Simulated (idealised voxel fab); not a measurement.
The process module presented herein is designated voxel transistor to metal.
Square cell edge 5 nm, section width 165 nm, ID cut.
Cross-section, as written here: a square-cell grid given band by band from the top down, where a band holds one or more rows of cells. Band entry format. Leading values: height of top, height of bottom, nm. Remainder: materials in left-to-right order, each with its width in nm. Special words: "everywhere" on a single material, which then fills the band edge to edge; "air", empty space. Height 0 is the level under which the wafer as received is all one material. The lowest band goes on downwards, as in "0 nm and below". A width such as "30 to 40" changes by the same amount from each row of cells to the next, from the band's top row to its bottom row. "no modification" after a step means that no cell of the cross-section changed. Reported under the label "Closed internal cavities" are the empty spaces having no open way to the top and comprising 8 cells or more; the notation for each is width x height at distance, in which the distance is measured from the left edge and all three values are in nm. after a step's settings: what the simulator itself notes on the step. The line of a step may include "overlay nm". On a step with a mask, this value is how far to the right of its planned place the mask lay. A negative value means the mask lay to the left.

## Intended process steps
1. RECEIVE with material Si
2. OXIDIZE with depth nm 5
3. CONFORMAL_DEP with material SiN, thk nm 15
4. DIRECTIONAL_DEP with material aC, thk nm 10
5. PATTERN with tone cover, mask id ACTIVE, material resist, width nm 115, thk nm 30, overlay nm 0
6. DIRECTIONAL_ETCH with etch materials aC, depth nm 10
7. STRIP with etch materials resist
8. DIRECTIONAL_ETCH with etch materials SiN, depth nm 15
9. DIRECTIONAL_ETCH with etch materials SiO2, depth nm 5
10. DIRECTIONAL_ETCH with etch materials Si, depth nm 20
11. STRIP with etch materials aC
12. OXIDIZE with depth nm 5
13. FILL_DEP with material SiO2, thk nm 15
14. CMP with height nm 15
15. SELECTIVE_ETCH with etch materials SiO2, depth nm 10
16. STRIP with etch materials SiN
17. SELECTIVE_ETCH with etch materials SiO2, depth nm 5
18. OXIDIZE with depth nm 5
19. DIRECTIONAL_DEP with material polySi, thk nm 20
20. DIRECTIONAL_DEP with material SiCN, thk nm 15
21. MASKED_ETCH with tone cover, mask id GATE, width nm 25, etch materials SiCN, depth nm 25, overlay nm 0
22. MASKED_ETCH with tone cover, mask id GATE, width nm 25, etch materials polySi, depth nm 30, overlay nm 0
23. CONFORMAL_DEP with material SiO2, thk nm 5
24. DIRECTIONAL_ETCH with etch materials SiO2, depth nm 5
25. CONFORMAL_DEP with material SiN, thk nm 5
26. DIRECTIONAL_ETCH with etch materials SiN, depth nm 5
27. DIRECTIONAL_ETCH with etch materials SiO2, depth nm 5
28. DIRECTIONAL_ETCH with etch materials Si, depth nm 5
29. EPI with material SiGe, thk nm 10
30. FILL_DEP with material SiO2, thk nm 5
31. CMP with height nm 15
32. STRIP with etch materials polySi
33. SELECTIVE_ETCH with etch materials SiO2, depth nm 5
34. CONFORMAL_DEP with material HfO2, thk nm 5
35. CONFORMAL_DEP with material TiN, thk nm 5
36. FILL_DEP with material W, thk nm 5
37. CMP with height nm 10
38. DIRECTIONAL_DEP with material SiO2, thk nm 15
39. PATTERN with tone open, mask id CONTACT, material resist, width nm 15, pitch nm 80, thk nm 15, overlay nm 0
40. DIRECTIONAL_ETCH with etch materials SiO2, depth nm 30
41. STRIP with etch materials resist
42. CONFORMAL_DEP with material TiN, thk nm 5
43. FILL_DEP with material Ru, thk nm 5
44. CMP with height nm 25
45. DIRECTIONAL_DEP with material TiN, thk nm 5
46. DIRECTIONAL_DEP with material Ru, thk nm 15
47. MASKED_ETCH with tone cover, mask id METAL_1, width nm 15, pitch nm 80, etch materials Ru, depth nm 15, overlay nm 0
48. MASKED_ETCH with tone cover, mask id METAL_1, width nm 15, pitch nm 80, etch materials TiN, depth nm 5, overlay nm 0
49. CONFORMAL_DEP with material SiN, thk nm 5
50. FILL_DEP with material SiO2, thk nm 5
51. CMP with height nm 45
52. CONFORMAL_DEP with material SiCN, thk nm 5
53. DIRECTIONAL_DEP with material SiO2, thk nm 35
54. PATTERN with tone open, mask id METAL_2, material resist, width nm 15, pitch nm 80, thk nm 20, overlay nm 0
55. DIRECTIONAL_ETCH with etch materials SiO2, depth nm 20
56. STRIP with etch materials resist
57. PATTERN with tone open, mask id METAL_2_HOLES, material resist, width nm 15, pitch nm 80, thk nm 15, overlay nm 0
58. DIRECTIONAL_ETCH with etch materials SiO2, depth nm 15
59. DIRECTIONAL_ETCH with etch materials SiCN, depth nm 5
60. STRIP with etch materials resist
61. CONFORMAL_DEP with material TiN, thk nm 5
62. FILL_DEP with material Cu, thk nm 5
63. CMP with height nm 85
64. CONFORMAL_DEP with material SiCN, thk nm 5

## Wafer cross-section on receipt, i.e. after step 1
0 nm and below | Si everywhere
Closed internal cavities: none

## Look at the cross-section after the module: the wafer started out the way shown above and the plan was the one shown above, yet one mistake was made along the way
90 nm to 85 nm | SiCN everywhere
85 nm to 50 nm | SiO2: 35, TiN: 5, Cu: 5, TiN: 5, SiO2: 65, TiN: 5, Cu: 5, TiN: 5, SiO2: 35
50 nm to 45 nm | SiCN: 35, TiN: 15, SiCN: 65, TiN: 15, SiCN: 35
45 nm to 30 nm | SiO2: 30, SiN: 5, Ru: 15, SiN: 5, SiO2: 55, SiN: 5, Ru: 15, SiN: 5, SiO2: 30
30 nm to 25 nm | SiN: 35, TiN: 15, SiN: 65, TiN: 15, SiN: 35
25 nm to 10 nm | SiO2: 35, TiN: 5, Ru: 5, TiN: 5, SiO2: 65, TiN: 5, Ru: 5, TiN: 5, SiO2: 35
10 nm to 0 nm | SiO2: 35, TiN: 5, Ru: 5, TiN: 5, SiO2: 10, SiN: 5, HfO2: 5, TiN: 5, W: 15, TiN: 5, HfO2: 5, SiN: 5, SiO2: 10, TiN: 5, Ru: 5, TiN: 5, SiO2: 35
0 nm to -5 nm | SiO2: 15, SiN: 5, SiO2: 15, TiN: 15, SiGe: 10, SiN: 5, HfO2: 5, TiN: 25, HfO2: 5, SiN: 5, SiGe: 10, TiN: 15, SiO2: 15, SiN: 5, SiO2: 15
-5 nm to -10 nm | SiO2: 15, SiN: 10, SiO2: 5, SiGe: 30, SiO2: 5, HfO2: 35, SiO2: 5, SiGe: 30, SiO2: 5, SiN: 10, SiO2: 15
-10 nm to -15 nm | SiO2: 15, SiN: 10, SiO2: 10, SiGe: 25, Si: 45, SiGe: 25, SiO2: 10, SiN: 10, SiO2: 15
-15 nm to -20 nm | SiO2: 35, Si: 95, SiO2: 35
-20 nm to -30 nm | SiO2: 30, Si: 105, SiO2: 30
-30 nm and below | Si everywhere
Closed internal cavities: none
Heads up, the wafer didn't run the way we planned it: note: step 15 <-> step 16, run order reversed vs plan
